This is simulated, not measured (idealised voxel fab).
You're looking at the process module voxel wiring stack.
The figure presents cross-section cut, which has a width of 195 nm and is divided into square cells with an edge length of 5 nm.
When this document writes out a cross-section, it uses a grid of square cells and lists it as bands, beginning at the top and moving down, with a band standing for one or more rows of cells. Top height, bottom height, nm. Materials left to right, width each, nm. Single material + "everywhere" = fills band edge to edge. "empty" = empty. Heights are expressed relative to 0, this being the level below which the as-received wafer comprises one material exclusively. The lowest band is unbounded in the downward direction and is denoted as in "z 0 and below". A two-number width, for instance "30 to 40", indicates that the width is equal to the first number in the top row of the band and to the second number in the bottom row, and that it changes by a constant amount per row of cells. A step reported as "identical to before" is a step in which no cell of the cross-section changed. Reported under the label "Voids lacking openings" are the empty spaces having no open way to the top and comprising 8 cells or more; the notation for each is width x height at distance, in which the distance is measured from the left edge and all three values are in nm. Where a step's line continues beyond its settings, the continuation is a remark by the simulator itself on that step. When a step includes a mask, the "overlay nm" setting on its line states how far to the right of its planned place that mask lay, and negative values state how far to the left.
Plan
1. op RECEIVE | material Si
2. op CONFORMAL_DEP | material SiO2 | thk nm 10
3. op DIRECTIONAL_DEP | material TiN | thk nm 5
4. op DIRECTIONAL_DEP | material Ru | thk nm 20
5. op PATTERN | tone cover | mask id METAL_1 | material resist | width nm 30 | pitch nm 45 | thk nm 15 | overlay nm 0
6. op DIRECTIONAL_ETCH | etch materials Ru | depth nm 20
7. op DIRECTIONAL_ETCH | etch materials TiN | depth nm 5
8. op STRIP | etch materials resist
9. op FILL_DEP | material lowk | thk nm 10
10. op CMP | height nm 35
11. op CONFORMAL_DEP | material SiCN | thk nm 5
12. op DIRECTIONAL_DEP | material lowk | thk nm 20
13. op DIRECTIONAL_DEP | material aC | thk nm 15
14. op PATTERN | tone open | mask id PLUG_1 | material resist | width nm 15 | pitch nm 45 | thk nm 35 | overlay nm 0
15. op DIRECTIONAL_ETCH | etch materials aC | depth nm 15
16. op STRIP | etch materials resist
17. op DIRECTIONAL_ETCH | etch materials lowk | depth nm 20
18. op DIRECTIONAL_ETCH | etch materials SiCN | depth nm 5
19. op STRIP | etch materials aC
20. op CONFORMAL_DEP | material TiN | thk nm 5
21. op FILL_DEP | material Ru | thk nm 10
22. op CMP | height nm 60
23. op DIRECTIONAL_DEP | material TiN | thk nm 5
24. op DIRECTIONAL_DEP | material W | thk nm 15
25. op PATTERN | tone cover | mask id METAL_2 | material resist | width nm 30 | pitch nm 45 | thk nm 15 | overlay nm 0
26. op DIRECTIONAL_ETCH | etch materials W | depth nm 15
27. op DIRECTIONAL_ETCH | etch materials TiN | depth nm 5
28. op STRIP | etch materials resist
29. op FILL_DEP | material lowk | thk nm 10
30. op CMP | height nm 80
31. op CONFORMAL_DEP | material SiCN | thk nm 5
32. op DIRECTIONAL_DEP | material SiO2 | thk nm 35
33. op DIRECTIONAL_DEP | material aC | thk nm 10
34. op PATTERN | tone open | mask id METAL_3 | material resist | width nm 30 | pitch nm 45 | thk nm 30 | overlay nm 0
35. op DIRECTIONAL_ETCH | etch materials aC | depth nm 10
36. op STRIP | etch materials resist
37. op DIRECTIONAL_ETCH | etch materials SiO2 | depth nm 20
38. op STRIP | etch materials aC
39. op DIRECTIONAL_DEP | material aC | thk nm 15
40. op PATTERN | tone open | mask id METAL_3_HOLES | material resist | width nm 15 | pitch nm 90 | thk nm 30 | overlay nm 0
41. op DIRECTIONAL_ETCH | etch materials aC | depth nm 15
42. op STRIP | etch materials resist
43. op DIRECTIONAL_ETCH | etch materials SiO2 | depth nm 15
44. op DIRECTIONAL_ETCH | etch materials SiCN | depth nm 5
45. op STRIP | etch materials aC
46. op CONFORMAL_DEP | material TiN | thk nm 5
47. op FILL_DEP | material Ru | thk nm 5
48. op CMP | height nm 120
49. op CONFORMAL_DEP | material SiCN | thk nm 5
Cross-section of the wafer at receipt, which is the condition after step 1
z 0 and below  Si everywhere
Voids lacking openings: none
A wafer at the end: this start, this plan, one mistake
z 125 to 120  SiCN everywhere
z 120 to 105  SiO2 15 / TiN 5 / Ru 20 / TiN 5 / SiO2 15 / TiN 5 / Ru 20 / TiN 5 / SiO2 15 / TiN 5 / Ru 20 / TiN 5 / SiO2 15 / TiN 5 / Ru 20 / TiN 5 / SiO2 15
z 105 to 100  SiO2 15 / TiN 5 / Ru 5 / TiN 20 / SiO2 15 / TiN 30 / SiO2 15 / TiN 5 / Ru 5 / TiN 20 / SiO2 15 / TiN 30 / SiO2 15
z 100 to 85  SiO2 15 / TiN 5 / Ru 5 / TiN 5 / SiO2 75 / TiN 5 / Ru 5 / TiN 5 / SiO2 75
z 85 to 80  SiCN 15 / TiN 15 / SiCN 75 / TiN 15 / SiCN 75
z 80 to 65  lowk 15 / W 30 / lowk 15 / W 30 / lowk 15 / W 30 / lowk 15 / W 30 / lowk 15
z 65 to 60  lowk 15 / TiN 30 / lowk 15 / TiN 30 / lowk 15 / TiN 30 / lowk 15 / TiN 30 / lowk 15
z 60 to 55  TiN 20 / Ru 5 / TiN 40 / Ru 5 / TiN 40 / Ru 5 / TiN 40 / Ru 5 / TiN 35
z 55 to 35  lowk 15 / TiN 5 / Ru 5 / TiN 5 / lowk 30 / TiN 5 / Ru 5 / TiN 5 / lowk 30 / TiN 5 / Ru 5 / TiN 5 / lowk 30 / TiN 5 / Ru 5 / TiN 5 / lowk 30
z 35 to 30  SiCN 15 / TiN 15 / SiCN 30 / TiN 15 / SiCN 30 / TiN 15 / SiCN 30 / TiN 15 / SiCN 30
z 30 to 15  lowk 15 / Ru 30 / lowk 15 / Ru 30 / lowk 15 / Ru 30 / lowk 15 / Ru 30 / lowk 15
z 15 to 10  lowk 15 / TiN 30 / lowk 15 / TiN 30 / lowk 15 / TiN 30 / lowk 15 / TiN 30 / lowk 15
z 10 to 0  SiO2 everywhere
z 0 and below  Si everywhere
Voids lacking openings: none
Deviation from plan: step 10 was not run as planned; what actually ran was op CMP | height nm 30
